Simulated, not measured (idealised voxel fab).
Documented hereafter: the process module known as voxel fin reveal.
Square cells of 5 nm make up the cross-section cut, whose width is 150 nm.
A cross-section is a grid of square cells, given in bands from the top down. A band is one or more rows of cells. Heights first: top, then bottom, in nm. Then materials, left to right, each with a width in nm. "throughout" on a single material: fills the band edge to edge. "air": empty space. Measure heights from 0. That's the level where, below it, the as-received wafer is all one material. The lowest band is bottomless and extends downward; write it as in "top 0, no bottom". Width spec "30->40" -> top row of cells at first value, bottom row at second value, equal per-row change in between. Where the words "stayed the same" appear for a step, the cross-section shows no cell changed by that step; every cell remained as before. "Encapsulated voids" enumerates empty spaces isolated from the top, with no open way to it, that contain at least 8 cells, giving each as width x height at distance from the left edge, all three in nm. Text after the settings on a step's line: the simulator's own remark on that step. "overlay nm" answers the question of how far to the right of plan the mask lay on a step that has a mask, and when it is negative the answer is to the left.

Plan:
1: RECEIVE, material Si
2: CONFORMAL_DEP, material SiN, thk nm 10
3: MASKED_ETCH, tone cover, mask id FINS, width nm 15, pitch nm 45, etch materials SiN, depth nm 10, overlay nm 0
4: MASKED_ETCH, tone cover, mask id FINS, width nm 15, pitch nm 45, etch materials Si, depth nm 30, overlay nm 0
5: OXIDIZE, depth nm 5
6: FILL_DEP, material SiO2, thk nm 5
7: CMP, height nm 10
8: SELECTIVE_ETCH, etch materials SiO2, depth nm 30
9: STRIP, etch materials SiN

What follows covers the first of two wafers; it ran as planned:

Incoming wafer, cross-sectional view, post step 1:
  top 0, no bottom: Si throughout
  Encapsulated voids: none

Presented here is a cross-section of the wafer after step 2 has been performed:
  top 10, bottom 0: SiN throughout
  Rest of section, below 0: as before.

Presented here is a cross-section of the wafer after step 3 has been performed:
  top 10, bottom 0: air 45, then SiN 15, then air 30, then SiN 15, then air 45
  Rest of section, below 0: as before.

Presented here is a cross-section of the wafer after step 4 has been performed:
  top 10, bottom 0: air 45, then SiN 15, then air 30, then SiN 15, then air 45
  top 0, bottom -30: air 45, then Si 15, then air 30, then Si 15, then air 45
  Rest of section, below -30: as before.

Presented here is a cross-section of the wafer after step 5 has been performed:
  top 10, bottom 0: air 45, then SiN 15, then air 30, then SiN 15, then air 45
  top 0, bottom -30: air 45, then SiO2 5, then Si 5, then SiO2 5, then air 30, then SiO2 5, then Si 5, then SiO2 5, then air 45
  top -30, bottom -35: SiO2 50, then Si 5, then SiO2 40, then Si 5, then SiO2 50
  Rest of section, below -35: as before.

Presented here is a cross-section of the wafer after step 6 has been performed:
  top 15, bottom 10: SiO2 throughout
  top 10, bottom 0: SiO2 45, then SiN 15, then SiO2 30, then SiN 15, then SiO2 45
  top 0, bottom -35: SiO2 50, then Si 5, then SiO2 40, then Si 5, then SiO2 50
  Rest of section, below -35: as before.

Presented here is a cross-section of the wafer after step 7 has been performed:
  top 10, bottom 0: SiO2 45, then SiN 15, then SiO2 30, then SiN 15, then SiO2 45
  Rest of section, below 0: as before.

Presented here is a cross-section of the wafer after step 8 has been performed:
  top 10, bottom 0: air 45, then SiN 15, then air 30, then SiN 15, then air 45
  top 0, bottom -20: air 50, then Si 5, then air 40, then Si 5, then air 50
  Rest of section, below -20: as before.

Presented here is a cross-section of the wafer after step 9 has been performed:
  top 0, bottom -20: air 50, then Si 5, then air 40, then Si 5, then air 50
  Rest of section, below -20: as before.

The Second Wafer: Common Origin and Plan, One Mistake in Execution, Identical to the First Through Step 3:

Cross-section of the second wafer at the time by which step 4 should have been completed according to the plan:
  top 10, bottom 0: air 45, then SiN 15, then air 30, then SiN 15, then air 45
  top 0, bottom -20: air 45, then Si 15, then air 30, then Si 15, then air 45
  Rest of section, below -20: as before.

Cross-section of the second wafer at the time by which step 5 should have been completed according to the plan:
  top 10, bottom 0: air 45, then SiN 15, then air 30, then SiN 15, then air 45
  top 0, bottom -20: air 45, then SiO2 5, then Si 5, then SiO2 5, then air 30, then SiO2 5, then Si 5, then SiO2 5, then air 45
  top -20, bottom -25: SiO2 50, then Si 5, then SiO2 40, then Si 5, then SiO2 50
  Rest of section, below -25: as before.

Cross-section of the second wafer at the time by which step 6 should have been completed according to the plan:
  top 15, bottom 10: SiO2 throughout
  top 10, bottom 0: SiO2 45, then SiN 15, then SiO2 30, then SiN 15, then SiO2 45
  top 0, bottom -25: SiO2 50, then Si 5, then SiO2 40, then Si 5, then SiO2 50
  Rest of section, below -25: as before.

Cross-section of the second wafer at the time by which step 7 should have been completed according to the plan:
  top 10, bottom 0: SiO2 45, then SiN 15, then SiO2 30, then SiN 15, then SiO2 45
  Rest of section, below 0: as before.

Cross-section of the second wafer at the time by which step 8 should have been completed according to the plan:
  top 10, bottom 0: air 45, then SiN 15, then air 30, then SiN 15, then air 45
  top 0, bottom -20: air 50, then Si 5, then air 40, then Si 5, then air 50
  Rest of section, below -20: as before.

Cross-section of the second wafer at the time by which step 9 should have been completed according to the plan:
  top 0, bottom -20: air 50, then Si 5, then air 40, then Si 5, then air 50
  Rest of section, below -20: as before.
The mistake made against the process plan was this: for step 4, the planned setting was not used; the step was instead run as MASKED_ETCH, tone cover, mask id FINS, width nm 15, pitch nm 45, etch materials Si, depth nm 20, overlay nm 0
Cell-count delta at end, second wafer over first, by material: 56 more of Si | 56 fewer of SiO2
